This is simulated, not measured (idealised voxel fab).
process module | voxel transistor to metal
cross-section cut | 215 nm wide | cells 5 nm
A cross-section is a grid of square cells, given in bands from the top down. A band is one or more rows of cells.
Each band's line starts with the height of the band's top and of its bottom, in nm. Then come its materials from left to right, each with its width in nm. One material with "throughout" fills the band from edge to edge. "air" is empty space.
Height 0 is the level under which the wafer as received is all one material. The lowest band goes on downwards, as in "0 down".
A width such as "30 to 40" changes by the same amount from each row of cells to the next, from the band's top row to its bottom row.
"no change" after a step means that no cell of the cross-section changed.
closed voids: empty space of 8 cells or more with no open way to the top, each as width x height at its distance from the left edge, in nm
after a step's settings: what the simulator itself notes on the step
overlay nm, on a step with a mask: how far to the right of its planned place the mask lay; to the left if negative
plan
1 op RECEIVE | material Si
2 op OXIDIZE | depth nm 5
3 op CONFORMAL_DEP | material SiN | thk nm 15
4 op MASKED_ETCH | tone cover | mask id ACTIVE | width nm 105 | etch materials SiN | depth nm 15 | overlay nm 0
5 op MASKED_ETCH | tone cover | mask id ACTIVE | width nm 105 | etch materials SiO2 | depth nm 5 | overlay nm 0
6 op MASKED_ETCH | tone cover | mask id ACTIVE | width nm 105 | etch materials Si | depth nm 25 | overlay nm 0
7 op OXIDIZE | depth nm 5
8 op FILL_DEP | material SiO2 | thk nm 15
9 op CMP | height nm 15
10 op SELECTIVE_ETCH | etch materials SiO2 | depth nm 10
11 op STRIP | etch materials SiN
12 op SELECTIVE_ETCH | etch materials SiO2 | depth nm 5
13 op OXIDIZE | depth nm 5
14 op DIRECTIONAL_DEP | material polySi | thk nm 25
15 op DIRECTIONAL_DEP | material SiCN | thk nm 10
16 op PATTERN | tone cover | mask id GATE | material resist | width nm 15 | thk nm 15 | overlay nm 0
17 op DIRECTIONAL_ETCH | etch materials SiCN | depth nm 20
18 op DIRECTIONAL_ETCH | etch materials polySi | depth nm 35
19 op STRIP | etch materials resist
20 op CONFORMAL_DEP | material SiO2 | thk nm 5
21 op DIRECTIONAL_ETCH | etch materials SiO2 | depth nm 5
22 op CONFORMAL_DEP | material SiN | thk nm 10
23 op DIRECTIONAL_ETCH | etch materials SiN | depth nm 10
24 op DIRECTIONAL_ETCH | etch materials SiO2 | depth nm 5
25 op DIRECTIONAL_ETCH | etch materials Si | depth nm 5
26 op EPI | material nSi | thk nm 10
27 op FILL_DEP | material SiO2 | thk nm 10
28 op CMP | height nm 30
29 op DIRECTIONAL_DEP | material SiO2 | thk nm 10
30 op MASKED_ETCH | tone open | mask id CONTACT | width nm 20 | pitch nm 75 | etch materials SiO2 | depth nm 40 | overlay nm 0
31 op CONFORMAL_DEP | material TiN | thk nm 5
32 op FILL_DEP | material W | thk nm 10
33 op CMP | height nm 40
34 op DIRECTIONAL_DEP | material TiN | thk nm 5
35 op DIRECTIONAL_DEP | material W | thk nm 15
36 op MASKED_ETCH | tone cover | mask id METAL_1 | width nm 20 | pitch nm 75 | etch materials W | depth nm 15 | overlay nm 0
37 op MASKED_ETCH | tone cover | mask id METAL_1 | width nm 20 | pitch nm 75 | etch materials TiN | depth nm 5 | overlay nm 0
38 op CONFORMAL_DEP | material SiN | thk nm 5
39 op FILL_DEP | material lowk | thk nm 10
40 op CMP | height nm 60
41 op CONFORMAL_DEP | material SiCN | thk nm 5
42 op DIRECTIONAL_DEP | material SiO2 | thk nm 35
43 op PATTERN | tone open | mask id METAL_2_HOLES | material resist | width nm 15 | pitch nm 75 | thk nm 20 | overlay nm 0
44 op DIRECTIONAL_ETCH | etch materials SiO2 | depth nm 35
45 op STRIP | etch materials resist
46 op DIRECTIONAL_DEP | material aC | thk nm 15
47 op PATTERN | tone open | mask id METAL_2 | material resist | width nm 20 | pitch nm 75 | thk nm 30 | overlay nm 0
48 op DIRECTIONAL_ETCH | etch materials aC | depth nm 15
49 op STRIP | etch materials resist
50 op DIRECTIONAL_ETCH | etch materials SiO2 | depth nm 20
51 op DIRECTIONAL_ETCH | etch materials SiCN | depth nm 5
52 op STRIP | etch materials aC
53 op CONFORMAL_DEP | material TiN | thk nm 5
54 op FILL_DEP | material Ru | thk nm 10
55 op CMP | height nm 100
56 op CONFORMAL_DEP | material SiN | thk nm 5
first wafer, as planned
as received, after step 1
  0 down: Si throughout
  closed voids: none
after step 2
  0 to -5: SiO2 throughout
  below -5: unchanged
after step 3
  15 to 0: SiN throughout
  below 0: unchanged
after step 4
  15 to 0: air 55 | SiN 105 | air 55
  below 0: unchanged
after step 5
  15 to 0: air 55 | SiN 105 | air 55
  0 to -5: air 55 | SiO2 105 | air 55
  below -5: unchanged
after step 6
  15 to 0: air 55 | SiN 105 | air 55
  0 to -5: air 55 | SiO2 105 | air 55
  -5 to -30: air 55 | Si 105 | air 55
  below -30: unchanged
after step 7
  15 to 0: air 55 | SiN 105 | air 55
  0 to -5: air 55 | SiO2 105 | air 55
  -5 to -30: air 55 | SiO2 5 | Si 95 | SiO2 5 | air 55
  -30 to -35: SiO2 60 | Si 95 | SiO2 60
  below -35: unchanged
after step 8
  30 to 15: SiO2 throughout
  15 to 0: SiO2 55 | SiN 105 | SiO2 55
  0 to -5: SiO2 throughout
  -5 to -35: SiO2 60 | Si 95 | SiO2 60
  below -35: unchanged
after step 9
  15 to 0: SiO2 55 | SiN 105 | SiO2 55
  below 0: unchanged
after step 10
  15 to 5: air 55 | SiN 105 | air 55
  below 5: unchanged
after step 11
  5 to 0: SiO2 55 | air 105 | SiO2 55
  below 0: unchanged
after step 12
  0 to -5: SiO2 50 | air 115 | SiO2 50
  below -5: unchanged
after step 13
  0 to -5: SiO2 50 | air 115 | SiO2 50
  -5 to -10: SiO2 throughout
  below -10: unchanged
after step 14
  25 to 20: polySi 50 | air 115 | polySi 50
  20 to 0: polySi throughout
  0 to -5: SiO2 50 | polySi 115 | SiO2 50
  below -5: unchanged
after step 15
  35 to 30: SiCN 50 | air 115 | SiCN 50
  30 to 25: SiCN throughout
  25 to 20: polySi 50 | SiCN 115 | polySi 50
  below 20: unchanged
after step 16
  50 to 35: air 100 | resist 15 | air 100
  35 to 30: SiCN 50 | air 50 | resist 15 | air 50 | SiCN 50
  below 30: unchanged
after step 17
  50 to 30: air 100 | resist 15 | air 100
  30 to 25: air 100 | SiCN 15 | air 100
  25 to 20: polySi 50 | air 50 | SiCN 15 | air 50 | polySi 50
  below 20: unchanged
after step 18
  50 to 30: air 100 | resist 15 | air 100
  30 to 20: air 100 | SiCN 15 | air 100
  20 to 0: air 100 | polySi 15 | air 100
  0 to -5: SiO2 50 | air 50 | polySi 15 | air 50 | SiO2 50
  below -5: unchanged
after step 19
  30 to 20: air 100 | SiCN 15 | air 100
  below 20: unchanged
after step 20
  35 to 30: air 95 | SiO2 25 | air 95
  30 to 20: air 95 | SiO2 5 | SiCN 15 | SiO2 5 | air 95
  20 to 5: air 95 | SiO2 5 | polySi 15 | SiO2 5 | air 95
  5 to 0: SiO2 55 | air 40 | SiO2 5 | polySi 15 | SiO2 5 | air 40 | SiO2 55
  0 to -5: SiO2 100 | polySi 15 | SiO2 100
  below -5: unchanged
after step 21
  30 to 20: air 95 | SiO2 5 | SiCN 15 | SiO2 5 | air 95
  20 to 0: air 95 | SiO2 5 | polySi 15 | SiO2 5 | air 95
  0 to -5: SiO2 55 | air 40 | SiO2 5 | polySi 15 | SiO2 5 | air 40 | SiO2 55
  below -5: unchanged
after step 22
  40 to 30: air 85 | SiN 45 | air 85
  30 to 20: air 85 | SiN 10 | SiO2 5 | SiCN 15 | SiO2 5 | SiN 10 | air 85
  20 to 10: air 85 | SiN 10 | SiO2 5 | polySi 15 | SiO2 5 | SiN 10 | air 85
  10 to 5: SiN 65 | air 20 | SiN 10 | SiO2 5 | polySi 15 | SiO2 5 | SiN 10 | air 20 | SiN 65
  5 to 0: SiN 95 | SiO2 5 | polySi 15 | SiO2 5 | SiN 95
  0 to -5: SiO2 55 | SiN 40 | SiO2 5 | polySi 15 | SiO2 5 | SiN 40 | SiO2 55
  below -5: unchanged
after step 23
  30 to 20: air 85 | SiN 10 | SiO2 5 | SiCN 15 | SiO2 5 | SiN 10 | air 85
  20 to 0: air 85 | SiN 10 | SiO2 5 | polySi 15 | SiO2 5 | SiN 10 | air 85
  0 to -5: SiO2 55 | SiN 10 | air 20 | SiN 10 | SiO2 5 | polySi 15 | SiO2 5 | SiN 10 | air 20 | SiN 10 | SiO2 55
  below -5: unchanged
after step 24
  30 to 25: air 85 | SiN 10 | air 5 | SiCN 15 | air 5 | SiN 10 | air 85
  25 to 20: air 85 | SiN 10 | SiO2 5 | SiCN 15 | SiO2 5 | SiN 10 | air 85
  20 to 0: air 85 | SiN 10 | SiO2 5 | polySi 15 | SiO2 5 | SiN 10 | air 85
  0 to -5: air 55 | SiN 10 | air 20 | SiN 10 | SiO2 5 | polySi 15 | SiO2 5 | SiN 10 | air 20 | SiN 10 | air 55
  -5 to -10: SiO2 65 | air 20 | SiO2 45 | air 20 | SiO2 65
  below -10: unchanged
after step 25
  30 to 25: air 85 | SiN 10 | air 5 | SiCN 15 | air 5 | SiN 10 | air 85
  25 to 20: air 85 | SiN 10 | SiO2 5 | SiCN 15 | SiO2 5 | SiN 10 | air 85
  20 to 0: air 85 | SiN 10 | SiO2 5 | polySi 15 | SiO2 5 | SiN 10 | air 85
  0 to -5: air 55 | SiN 10 | air 20 | SiN 10 | SiO2 5 | polySi 15 | SiO2 5 | SiN 10 | air 20 | SiN 10 | air 55
  -5 to -10: SiO2 65 | air 20 | SiO2 45 | air 20 | SiO2 65
  -10 to -15: SiO2 60 | Si 5 | air 20 | Si 45 | air 20 | Si 5 | SiO2 60
  below -15: unchanged
after step 26
  30 to 25: air 85 | SiN 10 | air 5 | SiCN 15 | air 5 | SiN 10 | air 85
  25 to 20: air 85 | SiN 10 | SiO2 5 | SiCN 15 | SiO2 5 | SiN 10 | air 85
  20 to 0: air 85 | SiN 10 | SiO2 5 | polySi 15 | SiO2 5 | SiN 10 | air 85
  0 to -5: air 55 | SiN 10 | nSi 20 | SiN 10 | SiO2 5 | polySi 15 | SiO2 5 | SiN 10 | nSi 20 | SiN 10 | air 55
  -5 to -10: SiO2 65 | nSi 20 | SiO2 45 | nSi 20 | SiO2 65
  -10 to -15: SiO2 60 | Si 5 | nSi 20 | Si 45 | nSi 20 | Si 5 | SiO2 60
  below -15: unchanged
after step 27
  40 to 30: SiO2 throughout
  30 to 20: SiO2 85 | SiN 10 | SiO2 5 | SiCN 15 | SiO2 5 | SiN 10 | SiO2 85
  20 to 0: SiO2 85 | SiN 10 | SiO2 5 | polySi 15 | SiO2 5 | SiN 10 | SiO2 85
  0 to -5: SiO2 55 | SiN 10 | nSi 20 | SiN 10 | SiO2 5 | polySi 15 | SiO2 5 | SiN 10 | nSi 20 | SiN 10 | SiO2 55
  below -5: unchanged
after step 28
  30 to 20: SiO2 85 | SiN 10 | SiO2 5 | SiCN 15 | SiO2 5 | SiN 10 | SiO2 85
  below 20: unchanged
after step 29
  40 to 30: SiO2 throughout
  below 30: unchanged
after step 30
  40 to 30: SiO2 60 | air 20 | SiO2 55 | air 20 | SiO2 60
  30 to 20: SiO2 60 | air 20 | SiO2 5 | SiN 10 | SiO2 5 | SiCN 15 | SiO2 5 | SiN 10 | SiO2 5 | air 20 | SiO2 60
  20 to 0: SiO2 60 | air 20 | SiO2 5 | SiN 10 | SiO2 5 | polySi 15 | SiO2 5 | SiN 10 | SiO2 5 | air 20 | SiO2 60
  below 0: unchanged
after step 31
  45 to 40: TiN 65 | air 10 | TiN 65 | air 10 | TiN 65
  40 to 30: SiO2 60 | TiN 5 | air 10 | TiN 5 | SiO2 55 | TiN 5 | air 10 | TiN 5 | SiO2 60
  30 to 20: SiO2 60 | TiN 5 | air 10 | TiN 5 | SiO2 5 | SiN 10 | SiO2 5 | SiCN 15 | SiO2 5 | SiN 10 | SiO2 5 | TiN 5 | air 10 | TiN 5 | SiO2 60
  20 to 5: SiO2 60 | TiN 5 | air 10 | TiN 5 | SiO2 5 | SiN 10 | SiO2 5 | polySi 15 | SiO2 5 | SiN 10 | SiO2 5 | TiN 5 | air 10 | TiN 5 | SiO2 60
  5 to 0: SiO2 60 | TiN 20 | SiO2 5 | SiN 10 | SiO2 5 | polySi 15 | SiO2 5 | SiN 10 | SiO2 5 | TiN 20 | SiO2 60
  below 0: unchanged
after step 32
  55 to 45: W throughout
  45 to 40: TiN 65 | W 10 | TiN 65 | W 10 | TiN 65
  40 to 30: SiO2 60 | TiN 5 | W 10 | TiN 5 | SiO2 55 | TiN 5 | W 10 | TiN 5 | SiO2 60
  30 to 20: SiO2 60 | TiN 5 | W 10 | TiN 5 | SiO2 5 | SiN 10 | SiO2 5 | SiCN 15 | SiO2 5 | SiN 10 | SiO2 5 | TiN 5 | W 10 | TiN 5 | SiO2 60
  20 to 5: SiO2 60 | TiN 5 | W 10 | TiN 5 | SiO2 5 | SiN 10 | SiO2 5 | polySi 15 | SiO2 5 | SiN 10 | SiO2 5 | TiN 5 | W 10 | TiN 5 | SiO2 60
  below 5: unchanged
after step 33
  40 to 30: SiO2 60 | TiN 5 | W 10 | TiN 5 | SiO2 55 | TiN 5 | W 10 | TiN 5 | SiO2 60
  below 30: unchanged
after step 34
  45 to 40: TiN throughout
  below 40: unchanged
after step 35
  60 to 45: W throughout
  below 45: unchanged
after step 36
  60 to 45: air 60 | W 20 | air 55 | W 20 | air 60
  below 45: unchanged
after step 37
  60 to 45: air 60 | W 20 | air 55 | W 20 | air 60
  45 to 40: air 60 | TiN 20 | air 55 | TiN 20 | air 60
  below 40: unchanged
after step 38
  65 to 60: air 55 | SiN 30 | air 45 | SiN 30 | air 55
  60 to 45: air 55 | SiN 5 | W 20 | SiN 5 | air 45 | SiN 5 | W 20 | SiN 5 | air 55
  45 to 40: SiN 60 | TiN 20 | SiN 55 | TiN 20 | SiN 60
  below 40: unchanged
after step 39
  75 to 65: lowk throughout
  65 to 60: lowk 55 | SiN 30 | lowk 45 | SiN 30 | lowk 55
  60 to 45: lowk 55 | SiN 5 | W 20 | SiN 5 | lowk 45 | SiN 5 | W 20 | SiN 5 | lowk 55
  below 45: unchanged
after step 40
  60 to 45: lowk 55 | SiN 5 | W 20 | SiN 5 | lowk 45 | SiN 5 | W 20 | SiN 5 | lowk 55
  below 45: unchanged
after step 41
  65 to 60: SiCN throughout
  below 60: unchanged
after step 42
  100 to 65: SiO2 throughout
  below 65: unchanged
after step 43
  120 to 100: resist 60 | air 15 | resist 60 | air 15 | resist 65
  below 100: unchanged
after step 44
  120 to 100: resist 60 | air 15 | resist 60 | air 15 | resist 65
  100 to 65: SiO2 60 | air 15 | SiO2 60 | air 15 | SiO2 65
  below 65: unchanged
after step 45
  100 to 65: SiO2 60 | air 15 | SiO2 60 | air 15 | SiO2 65
  below 65: unchanged
after step 46
  115 to 100: aC 60 | air 15 | aC 60 | air 15 | aC 65
  100 to 80: SiO2 60 | air 15 | SiO2 60 | air 15 | SiO2 65
  80 to 65: SiO2 60 | aC 15 | SiO2 60 | aC 15 | SiO2 65
  below 65: unchanged
after step 47
  145 to 115: resist 60 | air 20 | resist 55 | air 20 | resist 60
  below 115: unchanged
after step 48
  130 to 115: resist 60 | air 20 | resist 55 | air 20 | resist 60
  115 to 100: aC 60 | air 20 | aC 55 | air 20 | aC 60
  100 to 65: SiO2 60 | air 15 | SiO2 60 | air 15 | SiO2 65
  below 65: unchanged
after step 49
  115 to 100: aC 60 | air 20 | aC 55 | air 20 | aC 60
  below 100: unchanged
after step 50
  115 to 100: aC 60 | air 20 | aC 55 | air 20 | aC 60
  100 to 80: SiO2 60 | air 20 | SiO2 55 | air 20 | SiO2 60
  below 80: unchanged
after step 51
  115 to 100: aC 60 | air 20 | aC 55 | air 20 | aC 60
  100 to 80: SiO2 60 | air 20 | SiO2 55 | air 20 | SiO2 60
  80 to 65: SiO2 60 | air 15 | SiO2 60 | air 15 | SiO2 65
  65 to 60: SiCN 60 | air 15 | SiCN 60 | air 15 | SiCN 65
  below 60: unchanged
after step 52
  100 to 80: SiO2 60 | air 20 | SiO2 55 | air 20 | SiO2 60
  below 80: unchanged
after step 53
  105 to 100: TiN 65 | air 10 | TiN 65 | air 10 | TiN 65
  100 to 85: SiO2 60 | TiN 5 | air 10 | TiN 5 | SiO2 55 | TiN 5 | air 10 | TiN 5 | SiO2 60
  85 to 80: SiO2 60 | TiN 5 | air 5 | TiN 10 | SiO2 55 | TiN 5 | air 5 | TiN 10 | SiO2 60
  80 to 65: SiO2 60 | TiN 5 | air 5 | TiN 5 | SiO2 60 | TiN 5 | air 5 | TiN 5 | SiO2 65
  65 to 60: SiCN 60 | TiN 15 | SiCN 60 | TiN 15 | SiCN 65
  below 60: unchanged
after step 54
  115 to 105: Ru throughout
  105 to 100: TiN 65 | Ru 10 | TiN 65 | Ru 10 | TiN 65
  100 to 85: SiO2 60 | TiN 5 | Ru 10 | TiN 5 | SiO2 55 | TiN 5 | Ru 10 | TiN 5 | SiO2 60
  85 to 80: SiO2 60 | TiN 5 | Ru 5 | TiN 10 | SiO2 55 | TiN 5 | Ru 5 | TiN 10 | SiO2 60
  80 to 65: SiO2 60 | TiN 5 | Ru 5 | TiN 5 | SiO2 60 | TiN 5 | Ru 5 | TiN 5 | SiO2 65
  below 65: unchanged
after step 55
  100 to 85: SiO2 60 | TiN 5 | Ru 10 | TiN 5 | SiO2 55 | TiN 5 | Ru 10 | TiN 5 | SiO2 60
  below 85: unchanged
after step 56
  105 to 100: SiN throughout
  below 100: unchanged
second wafer: like start, like plan, one mistake. Through step 15 it matches the first wafer
when step 16 should have ended
  50 to 35: air 90 | resist 15 | air 110
  35 to 30: SiCN 50 | air 40 | resist 15 | air 60 | SiCN 50
  below 30: unchanged
when step 17 should have ended
  50 to 30: air 90 | resist 15 | air 110
  30 to 25: air 90 | SiCN 15 | air 110
  25 to 20: polySi 50 | air 40 | SiCN 15 | air 60 | polySi 50
  below 20: unchanged
when step 18 should have ended
  50 to 30: air 90 | resist 15 | air 110
  30 to 20: air 90 | SiCN 15 | air 110
  20 to 0: air 90 | polySi 15 | air 110
  0 to -5: SiO2 50 | air 40 | polySi 15 | air 60 | SiO2 50
  below -5: unchanged
when step 19 should have ended
  30 to 20: air 90 | SiCN 15 | air 110
  below 20: unchanged
when step 20 should have ended
  35 to 30: air 85 | SiO2 25 | air 105
  30 to 20: air 85 | SiO2 5 | SiCN 15 | SiO2 5 | air 105
  20 to 5: air 85 | SiO2 5 | polySi 15 | SiO2 5 | air 105
  5 to 0: SiO2 55 | air 30 | SiO2 5 | polySi 15 | SiO2 5 | air 50 | SiO2 55
  0 to -5: SiO2 90 | polySi 15 | SiO2 110
  below -5: unchanged
when step 21 should have ended
  30 to 20: air 85 | SiO2 5 | SiCN 15 | SiO2 5 | air 105
  20 to 0: air 85 | SiO2 5 | polySi 15 | SiO2 5 | air 105
  0 to -5: SiO2 55 | air 30 | SiO2 5 | polySi 15 | SiO2 5 | air 50 | SiO2 55
  below -5: unchanged
when step 22 should have ended
  40 to 30: air 75 | SiN 45 | air 95
  30 to 20: air 75 | SiN 10 | SiO2 5 | SiCN 15 | SiO2 5 | SiN 10 | air 95
  20 to 10: air 75 | SiN 10 | SiO2 5 | polySi 15 | SiO2 5 | SiN 10 | air 95
  10 to 5: SiN 65 | air 10 | SiN 10 | SiO2 5 | polySi 15 | SiO2 5 | SiN 10 | air 30 | SiN 65
  5 to 0: SiN 85 | SiO2 5 | polySi 15 | SiO2 5 | SiN 105
  0 to -5: SiO2 55 | SiN 30 | SiO2 5 | polySi 15 | SiO2 5 | SiN 50 | SiO2 55
  below -5: unchanged
when step 23 should have ended
  30 to 20: air 75 | SiN 10 | SiO2 5 | SiCN 15 | SiO2 5 | SiN 10 | air 95
  20 to 0: air 75 | SiN 10 | SiO2 5 | polySi 15 | SiO2 5 | SiN 10 | air 95
  0 to -5: SiO2 55 | SiN 10 | air 10 | SiN 10 | SiO2 5 | polySi 15 | SiO2 5 | SiN 10 | air 30 | SiN 10 | SiO2 55
  below -5: unchanged
when step 24 should have ended
  30 to 25: air 75 | SiN 10 | air 5 | SiCN 15 | air 5 | SiN 10 | air 95
  25 to 20: air 75 | SiN 10 | SiO2 5 | SiCN 15 | SiO2 5 | SiN 10 | air 95
  20 to 0: air 75 | SiN 10 | SiO2 5 | polySi 15 | SiO2 5 | SiN 10 | air 95
  0 to -5: air 55 | SiN 10 | air 10 | SiN 10 | SiO2 5 | polySi 15 | SiO2 5 | SiN 10 | air 30 | SiN 10 | air 55
  -5 to -10: SiO2 65 | air 10 | SiO2 45 | air 30 | SiO2 65
  below -10: unchanged
when step 25 should have ended
  30 to 25: air 75 | SiN 10 | air 5 | SiCN 15 | air 5 | SiN 10 | air 95
  25 to 20: air 75 | SiN 10 | SiO2 5 | SiCN 15 | SiO2 5 | SiN 10 | air 95
  20 to 0: air 75 | SiN 10 | SiO2 5 | polySi 15 | SiO2 5 | SiN 10 | air 95
  0 to -5: air 55 | SiN 10 | air 10 | SiN 10 | SiO2 5 | polySi 15 | SiO2 5 | SiN 10 | air 30 | SiN 10 | air 55
  -5 to -10: SiO2 65 | air 10 | SiO2 45 | air 30 | SiO2 65
  -10 to -15: SiO2 60 | Si 5 | air 10 | Si 45 | air 30 | Si 5 | SiO2 60
  below -15: unchanged
when step 26 should have ended
  30 to 25: air 75 | SiN 10 | air 5 | SiCN 15 | air 5 | SiN 10 | air 95
  25 to 20: air 75 | SiN 10 | SiO2 5 | SiCN 15 | SiO2 5 | SiN 10 | air 95
  20 to 0: air 75 | SiN 10 | SiO2 5 | polySi 15 | SiO2 5 | SiN 10 | air 95
  0 to -5: air 55 | SiN 10 | nSi 10 | SiN 10 | SiO2 5 | polySi 15 | SiO2 5 | SiN 10 | nSi 10 | air 10 | nSi 10 | SiN 10 | air 55
  -5 to -10: SiO2 65 | nSi 10 | SiO2 45 | nSi 30 | SiO2 65
  -10 to -15: SiO2 60 | Si 5 | nSi 10 | Si 45 | nSi 30 | Si 5 | SiO2 60
  below -15: unchanged
when step 27 should have ended
  40 to 30: SiO2 throughout
  30 to 20: SiO2 75 | SiN 10 | SiO2 5 | SiCN 15 | SiO2 5 | SiN 10 | SiO2 95
  20 to 0: SiO2 75 | SiN 10 | SiO2 5 | polySi 15 | SiO2 5 | SiN 10 | SiO2 95
  0 to -5: SiO2 55 | SiN 10 | nSi 10 | SiN 10 | SiO2 5 | polySi 15 | SiO2 5 | SiN 10 | nSi 10 | SiO2 10 | nSi 10 | SiN 10 | SiO2 55
  below -5: unchanged
when step 28 should have ended
  30 to 20: SiO2 75 | SiN 10 | SiO2 5 | SiCN 15 | SiO2 5 | SiN 10 | SiO2 95
  below 20: unchanged
when step 29 should have ended
  40 to 30: SiO2 throughout
  below 30: unchanged
when step 30 should have ended
  40 to 30: SiO2 60 | air 20 | SiO2 55 | air 20 | SiO2 60
  30 to 20: SiO2 60 | air 15 | SiN 10 | SiO2 5 | SiCN 15 | SiO2 5 | SiN 10 | SiO2 15 | air 20 | SiO2 60
  20 to 0: SiO2 60 | air 15 | SiN 10 | SiO2 5 | polySi 15 | SiO2 5 | SiN 10 | SiO2 15 | air 20 | SiO2 60
  below 0: unchanged
when step 31 should have ended
  45 to 40: TiN 65 | air 10 | TiN 65 | air 10 | TiN 65
  40 to 30: SiO2 60 | TiN 5 | air 10 to 5 | TiN 5 to 10 | SiO2 55 | TiN 5 | air 10 | TiN 5 | SiO2 60
  30 to 20: SiO2 60 | TiN 5 | air 5 | TiN 5 | SiN 10 | SiO2 5 | SiCN 15 | SiO2 5 | SiN 10 | SiO2 15 | TiN 5 | air 10 | TiN 5 | SiO2 60
  20 to 5: SiO2 60 | TiN 5 | air 5 | TiN 5 | SiN 10 | SiO2 5 | polySi 15 | SiO2 5 | SiN 10 | SiO2 15 | TiN 5 | air 10 | TiN 5 | SiO2 60
  5 to 0: SiO2 60 | TiN 15 | SiN 10 | SiO2 5 | polySi 15 | SiO2 5 | SiN 10 | SiO2 15 | TiN 20 | SiO2 60
  below 0: unchanged
when step 32 should have ended
  55 to 45: W throughout
  45 to 40: TiN 65 | W 10 | TiN 65 | W 10 | TiN 65
  40 to 30: SiO2 60 | TiN 5 | W 10 to 5 | TiN 5 to 10 | SiO2 55 | TiN 5 | W 10 | TiN 5 | SiO2 60
  30 to 20: SiO2 60 | TiN 5 | W 5 | TiN 5 | SiN 10 | SiO2 5 | SiCN 15 | SiO2 5 | SiN 10 | SiO2 15 | TiN 5 | W 10 | TiN 5 | SiO2 60
  20 to 5: SiO2 60 | TiN 5 | W 5 | TiN 5 | SiN 10 | SiO2 5 | polySi 15 | SiO2 5 | SiN 10 | SiO2 15 | TiN 5 | W 10 | TiN 5 | SiO2 60
  below 5: unchanged
when step 33 should have ended
  40 to 30: SiO2 60 | TiN 5 | W 10 to 5 | TiN 5 to 10 | SiO2 55 | TiN 5 | W 10 | TiN 5 | SiO2 60
  below 30: unchanged
when step 34 should have ended
  45 to 40: TiN throughout
  below 40: unchanged
when step 35 should have ended
  60 to 45: W throughout
  below 45: unchanged
when step 36 should have ended
  60 to 45: air 60 | W 20 | air 55 | W 20 | air 60
  below 45: unchanged
when step 37 should have ended
  60 to 45: air 60 | W 20 | air 55 | W 20 | air 60
  45 to 40: air 60 | TiN 20 | air 55 | TiN 20 | air 60
  below 40: unchanged
when step 38 should have ended
  65 to 60: air 55 | SiN 30 | air 45 | SiN 30 | air 55
  60 to 45: air 55 | SiN 5 | W 20 | SiN 5 | air 45 | SiN 5 | W 20 | SiN 5 | air 55
  45 to 40: SiN 60 | TiN 20 | SiN 55 | TiN 20 | SiN 60
  below 40: unchanged
when step 39 should have ended
  75 to 65: lowk throughout
  65 to 60: lowk 55 | SiN 30 | lowk 45 | SiN 30 | lowk 55
  60 to 45: lowk 55 | SiN 5 | W 20 | SiN 5 | lowk 45 | SiN 5 | W 20 | SiN 5 | lowk 55
  below 45: unchanged
when step 40 should have ended
  60 to 45: lowk 55 | SiN 5 | W 20 | SiN 5 | lowk 45 | SiN 5 | W 20 | SiN 5 | lowk 55
  below 45: unchanged
when step 41 should have ended
  65 to 60: SiCN throughout
  below 60: unchanged
when step 42 should have ended
  100 to 65: SiO2 throughout
  below 65: unchanged
when step 43 should have ended
  120 to 100: resist 60 | air 15 | resist 60 | air 15 | resist 65
  below 100: unchanged
when step 44 should have ended
  120 to 100: resist 60 | air 15 | resist 60 | air 15 | resist 65
  100 to 65: SiO2 60 | air 15 | SiO2 60 | air 15 | SiO2 65
  below 65: unchanged
when step 45 should have ended
  100 to 65: SiO2 60 | air 15 | SiO2 60 | air 15 | SiO2 65
  below 65: unchanged
when step 46 should have ended
  115 to 100: aC 60 | air 15 | aC 60 | air 15 | aC 65
  100 to 80: SiO2 60 | air 15 | SiO2 60 | air 15 | SiO2 65
  80 to 65: SiO2 60 | aC 15 | SiO2 60 | aC 15 | SiO2 65
  below 65: unchanged
when step 47 should have ended
  145 to 115: resist 60 | air 20 | resist 55 | air 20 | resist 60
  below 115: unchanged
when step 48 should have ended
  130 to 115: resist 60 | air 20 | resist 55 | air 20 | resist 60
  115 to 100: aC 60 | air 20 | aC 55 | air 20 | aC 60
  100 to 65: SiO2 60 | air 15 | SiO2 60 | air 15 | SiO2 65
  below 65: unchanged
when step 49 should have ended
  115 to 100: aC 60 | air 20 | aC 55 | air 20 | aC 60
  below 100: unchanged
when step 50 should have ended
  115 to 100: aC 60 | air 20 | aC 55 | air 20 | aC 60
  100 to 80: SiO2 60 | air 20 | SiO2 55 | air 20 | SiO2 60
  below 80: unchanged
when step 51 should have ended
  115 to 100: aC 60 | air 20 | aC 55 | air 20 | aC 60
  100 to 80: SiO2 60 | air 20 | SiO2 55 | air 20 | SiO2 60
  80 to 65: SiO2 60 | air 15 | SiO2 60 | air 15 | SiO2 65
  65 to 60: SiCN 60 | air 15 | SiCN 60 | air 15 | SiCN 65
  below 60: unchanged
when step 52 should have ended
  100 to 80: SiO2 60 | air 20 | SiO2 55 | air 20 | SiO2 60
  below 80: unchanged
when step 53 should have ended
  105 to 100: TiN 65 | air 10 | TiN 65 | air 10 | TiN 65
  100 to 85: SiO2 60 | TiN 5 | air 10 | TiN 5 | SiO2 55 | TiN 5 | air 10 | TiN 5 | SiO2 60
  85 to 80: SiO2 60 | TiN 5 | air 5 | TiN 10 | SiO2 55 | TiN 5 | air 5 | TiN 10 | SiO2 60
  80 to 65: SiO2 60 | TiN 5 | air 5 | TiN 5 | SiO2 60 | TiN 5 | air 5 | TiN 5 | SiO2 65
  65 to 60: SiCN 60 | TiN 15 | SiCN 60 | TiN 15 | SiCN 65
  below 60: unchanged
when step 54 should have ended
  115 to 105: Ru throughout
  105 to 100: TiN 65 | Ru 10 | TiN 65 | Ru 10 | TiN 65
  100 to 85: SiO2 60 | TiN 5 | Ru 10 | TiN 5 | SiO2 55 | TiN 5 | Ru 10 | TiN 5 | SiO2 60
  85 to 80: SiO2 60 | TiN 5 | Ru 5 | TiN 10 | SiO2 55 | TiN 5 | Ru 5 | TiN 10 | SiO2 60
  80 to 65: SiO2 60 | TiN 5 | Ru 5 | TiN 5 | SiO2 60 | TiN 5 | Ru 5 | TiN 5 | SiO2 65
  below 65: unchanged
when step 55 should have ended
  100 to 85: SiO2 60 | TiN 5 | Ru 10 | TiN 5 | SiO2 55 | TiN 5 | Ru 10 | TiN 5 | SiO2 60
  below 85: unchanged
when step 56 should have ended
  105 to 100: SiN throughout
  below 100: unchanged
what went wrong: step 16 ran as: op PATTERN | tone cover | mask id GATE | material resist | width nm 15 | thk nm 15 | overlay nm -10
at the end the second wafer has, in cells: 8 more of SiO2 | 6 fewer of W | 2 fewer of nSi
